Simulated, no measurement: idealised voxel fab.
The document below concerns the process module designated voxel quadruple lines.
Displayed cross-section: cut, width of 150 nm, square cells sized 5 nm.
In this document a cross-section is written as a grid of square cells. It is given as a series of bands, listed from the top down, and a band is one or more rows of cells.
What a band's entry tells you: where the top is and where the bottom is, as heights in nm, and after that what lies inside, material by material from left to right, each with its width in nm. Empty space is written as the word "blank", and a single material marked with the word "throughout" occupies the band from edge to edge.
Basically, 0 is our baseline, since under it the wafer straight out of the box is all one material. The bottom band has no lower end and keeps on going down, so it looks like "0 -> down".
The expression "30 to 40" gives the width at the extremes of the band, the first number at its top row of cells and the second at its bottom row, with the width changing by equal amounts from each row to the next in between.
When a step is marked "identical to before", none of the cells in the cross-section changed during that step.
Enclosed voids (no open way to top), threshold 8 cells or more, entry "Unvented internal voids", notation width x height at distance, distance from left edge, nm.
It should be noted that, on the line of a given step, the content following the step's settings is a remark produced by the simulator itself with respect to that step.
overlay nm: where the mask lay relative to plan, measured to the right, on steps with a mask; negatives go left.
# Process steps foreseen in the plan
- 1: RECEIVE,material Si
- 2: CONFORMAL_DEP,material Al2O3,thk nm 10
- 3: DIRECTIONAL_DEP,material W,thk nm 10
- 4: DIRECTIONAL_DEP,material polySi,thk nm 20
- 5: DIRECTIONAL_DEP,material aC,thk nm 20
- 6: PATTERN,tone cover,mask id MANDREL,material resist,width nm 30,thk nm 30,overlay nm 0
- 7: DIRECTIONAL_ETCH,etch materials aC,depth nm 20
- 8: STRIP,etch materials resist
- 9: CONFORMAL_DEP,material SiO2,thk nm 10
- 10: DIRECTIONAL_ETCH,etch materials SiO2,depth nm 5
- 11: STRIP,etch materials aC
- 12: DIRECTIONAL_ETCH,etch materials polySi,depth nm 20
- 13: STRIP,etch materials SiO2
- 14: CONFORMAL_DEP,material SiCN,thk nm 10
- 15: DIRECTIONAL_ETCH,etch materials SiCN,depth nm 10
- 16: STRIP,etch materials polySi
- 17: DIRECTIONAL_ETCH,etch materials W,depth nm 10
- 18: STRIP,etch materials SiCN
What sets these wafers apart? The depth nm at step 10. They all start alike, and the plan carries the first wafer's value.
# So this is the first of several wafers, cross-sectioned as it came to us, meaning it's at the end of step 1
  0 -> down  Si throughout
  Unvented internal voids: none
# After the module's final step, step 18: the first of several wafers in cross-section
  10 -> 0  Al2O3 throughout
  0 -> down  Si throughout
  Unvented internal voids: none
# Cross-section of the final wafer among several, taken at the end of the module
  20 -> 10  blank 40; W 10; blank 10; W 10; blank 10; W 10; blank 10; W 10; blank 40
  10 -> 0  Al2O3 throughout
  0 -> down  Si throughout
  Unvented internal voids: none
# Where each wafer stands at the end of the module, a row apiece: cells of each material gained (+) or lost (-) since it was received, then closed voids
depth nm 5 | +60 Al2O3 | Unvented internal voids: none
depth nm 10 | +60 Al2O3 | +16 W | Unvented internal voids: none
depth nm 15 | +60 Al2O3 | +16 W | Unvented internal voids: none
depth nm 20 | +60 Al2O3 | +16 W | Unvented internal voids: none
depth nm 25 | +60 Al2O3 | +16 W | Unvented internal voids: none
